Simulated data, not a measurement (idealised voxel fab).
process module | voxel gate over fins
cross-section cut | 290 nm wide | cells 5 nm
A cross-section is a grid of square cells, given in bands from the top down. A band is one or more rows of cells.
Each band's line starts with the height of the band's top and of its bottom, in nm. Then come its materials from left to right, each with its width in nm. One material with "throughout" fills the band from edge to edge. "air" is empty space.
Height 0 is the level under which the wafer as received is all one material. The lowest band goes on downwards, as in "0 down".
A width such as "30 to 40" changes by the same amount from each row of cells to the next, from the band's top row to its bottom row.
"no change" after a step means that no cell of the cross-section changed.
closed voids: empty space of 8 cells or more with no open way to the top, each as width x height at its distance from the left edge, in nm
after a step's settings: what the simulator itself notes on the step
overlay nm, on a step with a mask: how far to the right of its planned place the mask lay; to the left if negative
plan
1 op RECEIVE | material Si
2 op CONFORMAL_DEP | material SiN | thk nm 5
3 op DIRECTIONAL_DEP | material aC | thk nm 15
4 op PATTERN | tone cover | mask id FINS | material resist | width nm 15 | pitch nm 60 | thk nm 35 | overlay nm 0
5 op DIRECTIONAL_ETCH | etch materials aC | depth nm 15
6 op STRIP | etch materials resist
7 op DIRECTIONAL_ETCH | etch materials SiN | depth nm 5
8 op DIRECTIONAL_ETCH | etch materials Si | depth nm 40
9 op STRIP | etch materials aC
10 op FILL_DEP | material SiO2 | thk nm 15
11 op CMP | height nm 5
12 op PATTERN | tone open | mask id RAIL | material resist | width nm 15 | thk nm 15 | overlay nm 0
13 op DIRECTIONAL_ETCH | etch materials SiO2 | depth nm 40
14 op STRIP | etch materials resist
15 op CONFORMAL_DEP | material TiN | thk nm 5
16 op FILL_DEP | material W | thk nm 5
17 op CMP | height nm 5
18 op SELECTIVE_ETCH | etch materials W Ru TiN | depth nm 20
19 op FILL_DEP | material SiO2 | thk nm 5
20 op CMP | height nm 5
21 op SELECTIVE_ETCH | etch materials SiO2 | depth nm 15
22 op STRIP | etch materials SiN
23 op CONFORMAL_DEP | material HfO2 | thk nm 5
24 op CONFORMAL_DEP | material TiN | thk nm 5
25 op FILL_DEP | material W | thk nm 15
26 op CMP | height nm 20
27 op CONFORMAL_DEP | material SiCN | thk nm 10
as received, after step 1
  0 down: Si throughout
  closed voids: none
a wafer at the end: this start, this plan, one mistake
  30 to 20: SiCN throughout
  20 to 10: W throughout
  10 to 5: W 35 | TiN 35 | W 25 | TiN 35 | W 25 | TiN 35 | W 25 | TiN 35 | W 40
  5 to 0: W 35 | TiN 5 | HfO2 25 | TiN 5 | W 25 | TiN 5 | HfO2 25 | TiN 5 | W 25 | TiN 5 | HfO2 25 | TiN 5 | W 25 | TiN 5 | HfO2 25 | TiN 5 | W 40
  0 to -5: TiN 40 | HfO2 5 | Si 15 | HfO2 5 | TiN 35 | HfO2 5 | Si 15 | HfO2 5 | TiN 35 | HfO2 5 | Si 15 | HfO2 5 | TiN 35 | HfO2 5 | Si 15 | HfO2 5 | TiN 45
  -5 to -10: HfO2 45 | Si 15 | HfO2 45 | Si 15 | HfO2 45 | Si 15 | HfO2 45 | Si 15 | HfO2 50
  -10 to -15: SiO2 45 | Si 15 | SiO2 45 | Si 15 | SiO2 45 | Si 15 | SiO2 45 | Si 15 | SiO2 50
  -15 to -30: SiO2 45 | Si 15 | SiO2 25 | TiN 5 | W 5 | TiN 5 | SiO2 5 | Si 15 | SiO2 45 | Si 15 | SiO2 45 | Si 15 | SiO2 50
  -30 to -35: SiO2 45 | Si 15 | SiO2 25 | TiN 15 | SiO2 5 | Si 15 | SiO2 45 | Si 15 | SiO2 45 | Si 15 | SiO2 50
  -35 to -40: SiO2 45 | Si 15 | SiO2 45 | Si 15 | SiO2 45 | Si 15 | SiO2 45 | Si 15 | SiO2 50
  -40 down: Si throughout
  closed voids: none
what went wrong: step 12 ran as: op PATTERN | tone open | mask id RAIL | material resist | width nm 15 | thk nm 15 | overlay nm 10
